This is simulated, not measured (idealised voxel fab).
The process module presented herein is designated voxel gate over fins.
290 nm wide, 5 nm square cells: that's cross-section cut.
Heads up, the way a cross-section reads in here is a grid of square cells, handed over as bands from the top down, with every band being one or more rows of cells. Quick guide to a band line: top height, bottom height (nm) up front; then every material left to right with its width in nm. Only one material and it's marked "edge to edge"? Then it fills the band edge to edge. And "empty" just means empty space. Height is counted from the level 0, under which the received wafer is composed throughout of one material. The lowest of the bands is not closed at the bottom but continues downward, in the notation "top 0, no bottom". A width such as "30 to 40" changes by the same amount from each row of cells to the next, from the band's top row to its bottom row. The cross-section has no changed cell in any step marked "all unchanged". "Closed internal cavities" means: voids of 8 cells or more that are shut off from the top with no open way through. Written width x height at distance, distance from the left edge, in nm. Text after the settings on a step's line: the simulator's own remark on that step. You can add "overlay nm" to a step's line. For a step with a mask, it describes how far the mask lay to the right of its planned position, and a negative number describes a lay to the left.

# These are the steps we planned for the process
1) RECEIVE [material Si]
2) CONFORMAL_DEP [material SiN] [thk nm 5]
3) PATTERN [tone cover] [mask id FINS] [material resist] [width nm 15] [pitch nm 45] [thk nm 15] [overlay nm 0]
4) DIRECTIONAL_ETCH [etch materials SiN] [depth nm 5]
5) DIRECTIONAL_ETCH [etch materials Si] [depth nm 30]
6) STRIP [etch materials resist]
7) OXIDIZE [depth nm 5]
8) FILL_DEP [material SiO2] [thk nm 5]
9) CMP [height nm 5]
10) SELECTIVE_ETCH [etch materials SiO2] [depth nm 15]
11) STRIP [etch materials SiN]
12) CONFORMAL_DEP [material HfO2] [thk nm 5]
13) CONFORMAL_DEP [material TiN] [thk nm 5]
14) FILL_DEP [material W] [thk nm 15]
15) CMP [height nm 20]
16) CONFORMAL_DEP [material SiCN] [thk nm 5]
The plan shows the thk nm of step 16 as the first wafer had it; this setting differs between the wafers, which start out alike.

# The first of several wafers as received, shown in cross-section; this is its state after step 1
> top 0, no bottom: Si edge to edge
> Closed internal cavities: none

# Shown in cross-section: the first of several wafers at the end of the module, after its last step, step 16
> top 25, bottom 20: SiCN edge to edge
> top 20, bottom 10: W edge to edge
> top 10, bottom 5: 85 of W, 25 of TiN, 20 of W, 25 of TiN, 20 of W, 25 of TiN, 90 of W
> top 5, bottom 0: 85 of W, 5 of TiN, 15 of HfO2, 5 of TiN, 20 of W, 5 of TiN, 15 of HfO2, 5 of TiN, 20 of W, 5 of TiN, 15 of HfO2, 5 of TiN, 90 of W
> top 0, bottom -5: 90 of TiN, 5 of HfO2, 5 of Si, 5 of HfO2, 30 of TiN, 5 of HfO2, 5 of Si, 5 of HfO2, 30 of TiN, 5 of HfO2, 5 of Si, 5 of HfO2, 95 of TiN
> top -5, bottom -10: 95 of HfO2, 5 of Si, 40 of HfO2, 5 of Si, 40 of HfO2, 5 of Si, 100 of HfO2
> top -10, bottom -35: 95 of SiO2, 5 of Si, 40 of SiO2, 5 of Si, 40 of SiO2, 5 of Si, 100 of SiO2
> top -35, no bottom: Si edge to edge
> Closed internal cavities: none

# End of module: cross-section, last of several wafers
> top 45, bottom 20: SiCN edge to edge
> top 20, bottom 10: W edge to edge
> top 10, bottom 5: 85 of W, 25 of TiN, 20 of W, 25 of TiN, 20 of W, 25 of TiN, 90 of W
> top 5, bottom 0: 85 of W, 5 of TiN, 15 of HfO2, 5 of TiN, 20 of W, 5 of TiN, 15 of HfO2, 5 of TiN, 20 of W, 5 of TiN, 15 of HfO2, 5 of TiN, 90 of W
> top 0, bottom -5: 90 of TiN, 5 of HfO2, 5 of Si, 5 of HfO2, 30 of TiN, 5 of HfO2, 5 of Si, 5 of HfO2, 30 of TiN, 5 of HfO2, 5 of Si, 5 of HfO2, 95 of TiN
> top -5, bottom -10: 95 of HfO2, 5 of Si, 40 of HfO2, 5 of Si, 40 of HfO2, 5 of Si, 100 of HfO2
> top -10, bottom -35: 95 of SiO2, 5 of Si, 40 of SiO2, 5 of Si, 40 of SiO2, 5 of Si, 100 of SiO2
> top -35, no bottom: Si edge to edge
> Closed internal cavities: none

# Basically each wafer gets a line in the table, showing it at the end of the module: material by material, the cells it gained (+) or lost (-) since we got it, then its closed voids
thk nm 5, +70 HfO2, -385 Si, +58 SiCN, +275 SiO2, +70 TiN, +202 W, Closed internal cavities: none
thk nm 10, +70 HfO2, -385 Si, +116 SiCN, +275 SiO2, +70 TiN, +202 W, Closed internal cavities: none
thk nm 15, +70 HfO2, -385 Si, +174 SiCN, +275 SiO2, +70 TiN, +202 W, Closed internal cavities: none
thk nm 20, +70 HfO2, -385 Si, +232 SiCN, +275 SiO2, +70 TiN, +202 W, Closed internal cavities: none
thk nm 25, +70 HfO2, -385 Si, +290 SiCN, +275 SiO2, +70 TiN, +202 W, Closed internal cavities: none
